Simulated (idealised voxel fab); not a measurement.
Process module in this document: voxel self aligned contacts
Xsec cut, 250 nm wide, square cell size 5 nm.
Just so we're on the same page, the cross-sections are grids of square cells, and they're listed out in bands top to bottom, each band one or more rows deep.
It is stipulated that each band's entry specify, in nanometres, the height of the top of the band and then that of its bottom, followed by the materials of the band in left-to-right sequence, each together with its width in nanometres. A single material marked by the word "edge to edge" is understood to fill the band from edge to edge; the word "empty" is understood to denote empty space.
Height 0 is the level under which the wafer as received is all one material. The lowest band goes on downwards, as in "0 nm and below".
Note: "30->40" means the width goes from the first number (top row of the band) to the second number (bottom row) in equal steps per row of cells.
Take "nothing changed" at face value: in the step it is given for, the cross-section changed in none of its cells.
Basically, "Enclosed internal voids" tells you about the enclosed voids: empty spaces with no open way to the top, 8 cells or bigger, each written width x height at distance, where distance is from the left edge, all in nm.
Whatever follows a step's settings on its line is a remark the simulator itself makes about that step.
Steps that use a mask can have "overlay nm" on their line. It says how far the mask sat to the right of where it was meant to be. Negative means to the left.
**List of planned process steps**
1,RECEIVE, material Si
2,OXIDIZE, depth nm 5
3,DIRECTIONAL_DEP, material polySi, thk nm 25
4,DIRECTIONAL_DEP, material SiN, thk nm 20
5,MASKED_ETCH, tone cover, mask id GATE, width nm 25, pitch nm 70, etch materials SiN, depth nm 20, overlay nm 0
6,MASKED_ETCH, tone cover, mask id GATE, width nm 25, pitch nm 70, etch materials polySi, depth nm 25, overlay nm 0
7,CONFORMAL_DEP, material SiN, thk nm 10
8,DIRECTIONAL_ETCH, etch materials SiN, depth nm 10
9,FILL_DEP, material SiO2, thk nm 15
10,CMP, height nm 50
11,PATTERN, tone open, mask id CONTACT, material resist, width nm 55, thk nm 20, overlay nm 0
12,DIRECTIONAL_ETCH, etch materials SiO2, depth nm 55
13,STRIP, etch materials resist
14,CONFORMAL_DEP, material TiN, thk nm 5
15,FILL_DEP, material Ru, thk nm 10
16,CMP, height nm 50
17,CONFORMAL_DEP, material SiN, thk nm 5
**The cross-section here shows the wafer as received, i.e. in its state after step 1**
* 0 nm and below: Si edge to edge
* Enclosed internal voids: none
**End-of-module cross-section of the first of two wafers, processed as planned**
* 55 nm to 50 nm: SiN edge to edge
* 50 nm to 45 nm: SiO2 (95)  TiN (20)  Ru (15)  TiN (20)  SiO2 (100)
* 45 nm to 25 nm: SiO2 (65)  SiN (45)  TiN (5)  Ru (15)  TiN (5)  SiN (45)  SiO2 (70)
* 25 nm to 0 nm: SiO2 (65)  SiN (10)  polySi (25)  SiN (10)  TiN (5)  Ru (15)  TiN (5)  SiN (10)  polySi (25)  SiN (10)  SiO2 (70)
* 0 nm to -5 nm: SiO2 (110)  TiN (25)  SiO2 (115)
* -5 nm and below: Si edge to edge
* Enclosed internal voids: none
**Cross-sectional view of the second of two wafers upon completion of the module. This wafer shared its starting condition and process plan with the first; one error was made during its execution**
* 55 nm to 50 nm: SiN edge to edge
* 50 nm to 45 nm: SiO2 (85)  TiN (30)  Ru (15)  TiN (10)  SiO2 (110)
* 45 nm to 25 nm: SiO2 (65)  SiN (45)  TiN (5)  Ru (15)  TiN (5)  SiN (45)  SiO2 (70)
* 25 nm to 0 nm: SiO2 (65)  SiN (10)  polySi (25)  SiN (10)  TiN (5)  Ru (15)  TiN (5)  SiN (10)  polySi (25)  SiN (10)  SiO2 (70)
* 0 nm to -5 nm: SiO2 (110)  TiN (25)  SiO2 (115)
* -5 nm and below: Si edge to edge
* Enclosed internal voids: none
Where did the run depart from the plan? step 11 deviated from plan and actually ran as PATTERN, tone open, mask id CONTACT, material resist, width nm 55, thk nm 20, overlay nm -10
If you tally the cells, the second wafer ends up with the same amount of every material as the first; it's all just sitting in different places.
